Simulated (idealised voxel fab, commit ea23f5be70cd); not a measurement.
Title: Process Module voxel transistor to metal
This is section cut - it's 285 nm across, gridded in 5 nm square cells.
A cross-section in this document is a grid of square cells, and it is written down as bands, the top band listed before the ones below it; a band is made up of one or more rows of cells. Look at the band entry: it leads with the top's height and the bottom's height in nm. Then it lists the materials left to right, with a width in nm for each. The word "edge to edge" on a single material says that material fills the band edge to edge. The word "air" is empty space. Basically, 0 is our baseline, since under it the wafer straight out of the box is all one material. The bottom band has no lower end and keeps on going down, so it looks like "z 0 and below". Width spec "30->40" -> top row of cells at first value, bottom row at second value, equal per-row change in between. Step note "remains unaltered" = no cross-section cell changed. Entry "Closed-off voids". Content: empty spaces with no open connection to the top, size 8 cells or greater. Each: width x height at distance. Distance: from left edge. Unit: nm. Anything after a step's settings on that line? It's the simulator's own note about the step. overlay nm: how far to the right of its planned place the mask lay on this masked step (negative: to the left).
## Intended process steps
| 1 | RECEIVE [material Si] |
| 2 | CONFORMAL_DEP [material SiO2] [thk nm 5] |
| 3 | CONFORMAL_DEP [material SiN] [thk nm 10] |
| 4 | PATTERN [tone cover] [mask id ACTIVE] [material resist] [width nm 115] [pitch nm 140] [thk nm 15] [overlay nm 0] |
| 5 | DIRECTIONAL_ETCH [etch materials SiN] [depth nm 10] |
| 6 | DIRECTIONAL_ETCH [etch materials SiO2] [depth nm 5] |
| 7 | DIRECTIONAL_ETCH [etch materials Si] [depth nm 25] |
| 8 | STRIP [etch materials resist] |
| 9 | OXIDIZE [depth nm 5] |
| 10 | FILL_DEP [material SiO2] [thk nm 5] |
| 11 | CMP [height nm 15] |
| 12 | SELECTIVE_ETCH [etch materials SiO2] [depth nm 5] |
| 13 | STRIP [etch materials SiN] |
| 14 | SELECTIVE_ETCH [etch materials SiO2] [depth nm 5] |
| 15 | OXIDIZE [depth nm 5] |
| 16 | DIRECTIONAL_DEP [material polySi] [thk nm 25] |
| 17 | DIRECTIONAL_DEP [material SiCN] [thk nm 10] |
| 18 | PATTERN [tone cover] [mask id GATE] [material resist] [width nm 25] [pitch nm 140] [thk nm 20] [overlay nm 0] |
| 19 | DIRECTIONAL_ETCH [etch materials SiCN] [depth nm 20] |
| 20 | DIRECTIONAL_ETCH [etch materials polySi] [depth nm 35] |
| 21 | STRIP [etch materials resist] |
| 22 | CONFORMAL_DEP [material SiO2] [thk nm 5] |
| 23 | DIRECTIONAL_ETCH [etch materials SiO2] [depth nm 5] |
| 24 | CONFORMAL_DEP [material SiN] [thk nm 10] |
| 25 | DIRECTIONAL_ETCH [etch materials SiN] [depth nm 10] |
| 26 | DIRECTIONAL_ETCH [etch materials SiO2] [depth nm 5] |
| 27 | DIRECTIONAL_ETCH [etch materials Si] [depth nm 5] |
| 28 | EPI [material nSi] [thk nm 5] |
| 29 | FILL_DEP [material SiO2] [thk nm 5] |
| 30 | CMP [height nm 35] |
| 31 | DIRECTIONAL_DEP [material SiO2] [thk nm 10] |
| 32 | DIRECTIONAL_DEP [material aC] [thk nm 10] |
| 33 | PATTERN [tone open] [mask id CONTACT] [material resist] [width nm 35] [pitch nm 70] [thk nm 30] [overlay nm 0] |
| 34 | DIRECTIONAL_ETCH [etch materials aC] [depth nm 10] |
| 35 | STRIP [etch materials resist] |
| 36 | DIRECTIONAL_ETCH [etch materials SiO2] [depth nm 50] |
| 37 | STRIP [etch materials aC] |
| 38 | CONFORMAL_DEP [material TiN] [thk nm 5] |
| 39 | FILL_DEP [material W] [thk nm 5] |
| 40 | CMP [height nm 45] |
| 41 | DIRECTIONAL_DEP [material TiN] [thk nm 5] |
| 42 | DIRECTIONAL_DEP [material W] [thk nm 25] |
| 43 | PATTERN [tone cover] [mask id METAL_1] [material resist] [width nm 20] [thk nm 15] [overlay nm 0] |
| 44 | DIRECTIONAL_ETCH [etch materials W] [depth nm 25] |
| 45 | DIRECTIONAL_ETCH [etch materials TiN] [depth nm 5] |
| 46 | STRIP [etch materials resist] |
| 47 | CONFORMAL_DEP [material SiN] [thk nm 5] |
| 48 | FILL_DEP [material SiO2] [thk nm 10] |
| 49 | CMP [height nm 75] |
| 50 | CONFORMAL_DEP [material SiCN] [thk nm 5] |
## As-received state of the wafer in cross-section, equivalent to post-step 1
> z 0 and below: Si edge to edge
> Closed-off voids: none
## Starting wafer: above. Plan: above. Run: one mistake. Cross-section after the module: below
> z 80 to 75: SiCN edge to edge
> z 75 to 50: SiO2: 15, then SiN: 5, then W: 20, then SiN: 5, then SiO2: 55, then SiN: 5, then W: 20, then SiN: 5, then SiO2: 25, then SiN: 5, then W: 20, then SiN: 5, then SiO2: 55, then SiN: 5, then W: 20, then SiN: 5, then SiO2: 15
> z 50 to 45: SiN: 20, then TiN: 20, then SiN: 65, then TiN: 20, then SiN: 35, then TiN: 20, then SiN: 65, then TiN: 20, then SiN: 20
> z 45 to 40: W: 15, then TiN: 5, then SiO2: 35, then TiN: 5, then W: 25, then TiN: 5, then SiO2: 35, then TiN: 5, then W: 25, then TiN: 5, then SiO2: 35, then TiN: 5, then W: 25, then TiN: 5, then SiO2: 35, then TiN: 5, then W: 15
> z 40 to 35: W: 15, then TiN: 5, then SiO2: 35, then TiN: 35, then SiO2: 35, then TiN: 5, then W: 25, then TiN: 5, then SiO2: 35, then TiN: 35, then SiO2: 35, then TiN: 5, then W: 15
> z 35 to 25: W: 15, then TiN: 5, then SiO2: 25, then SiN: 10, then TiN: 5, then SiCN: 25, then TiN: 5, then SiN: 10, then SiO2: 25, then TiN: 5, then W: 25, then TiN: 5, then SiO2: 25, then SiN: 10, then TiN: 5, then SiCN: 25, then TiN: 5, then SiN: 10, then SiO2: 25, then TiN: 5, then W: 15
> z 25 to 10: W: 15, then TiN: 5, then SiO2: 25, then SiN: 10, then TiN: 5, then polySi: 25, then TiN: 5, then SiN: 10, then SiO2: 25, then TiN: 5, then W: 25, then TiN: 5, then SiO2: 25, then SiN: 10, then TiN: 5, then polySi: 25, then TiN: 5, then SiN: 10, then SiO2: 25, then TiN: 5, then W: 15
> z 10 to 5: W: 10, then TiN: 10, then SiO2: 25, then SiN: 10, then TiN: 5, then polySi: 25, then TiN: 5, then SiN: 10, then SiO2: 25, then TiN: 10, then W: 15, then TiN: 10, then SiO2: 25, then SiN: 10, then TiN: 5, then polySi: 25, then TiN: 5, then SiN: 10, then SiO2: 25, then TiN: 10, then W: 10
> z 5 to 0: W: 10, then TiN: 5, then SiN: 10, then SiO2: 20, then SiN: 10, then TiN: 5, then polySi: 25, then TiN: 5, then SiN: 10, then SiO2: 20, then SiN: 10, then TiN: 5, then W: 15, then TiN: 5, then SiN: 10, then SiO2: 20, then SiN: 10, then TiN: 5, then polySi: 25, then TiN: 5, then SiN: 10, then SiO2: 20, then SiN: 10, then TiN: 5, then W: 10
> z 0 to -5: TiN: 15, then SiO2: 10, then nSi: 5, then SiO2: 10, then nSi: 5, then SiO2: 10, then TiN: 5, then SiO2: 25, then TiN: 5, then SiO2: 10, then nSi: 5, then SiO2: 10, then nSi: 5, then SiO2: 10, then TiN: 25, then SiO2: 10, then nSi: 5, then SiO2: 10, then nSi: 5, then SiO2: 10, then TiN: 5, then SiO2: 25, then TiN: 5, then SiO2: 10, then nSi: 5, then SiO2: 10, then nSi: 5, then SiO2: 10, then TiN: 15
> z -5 to -10: SiO2: 20, then Si: 5, then nSi: 20, then Si: 55, then nSi: 20, then Si: 5, then SiO2: 35, then Si: 5, then nSi: 20, then Si: 55, then nSi: 20, then Si: 5, then SiO2: 20
> z -10 to -30: SiO2: 20, then Si: 105, then SiO2: 35, then Si: 105, then SiO2: 20
> z -30 and below: Si edge to edge
> Closed-off voids: none
Short version of what went wrong: heads up, step 33 didn't go per plan, it actually ran as PATTERN [tone cover] [mask id CONTACT] [material resist] [width nm 35] [pitch nm 70] [thk nm 30] [overlay nm 0]
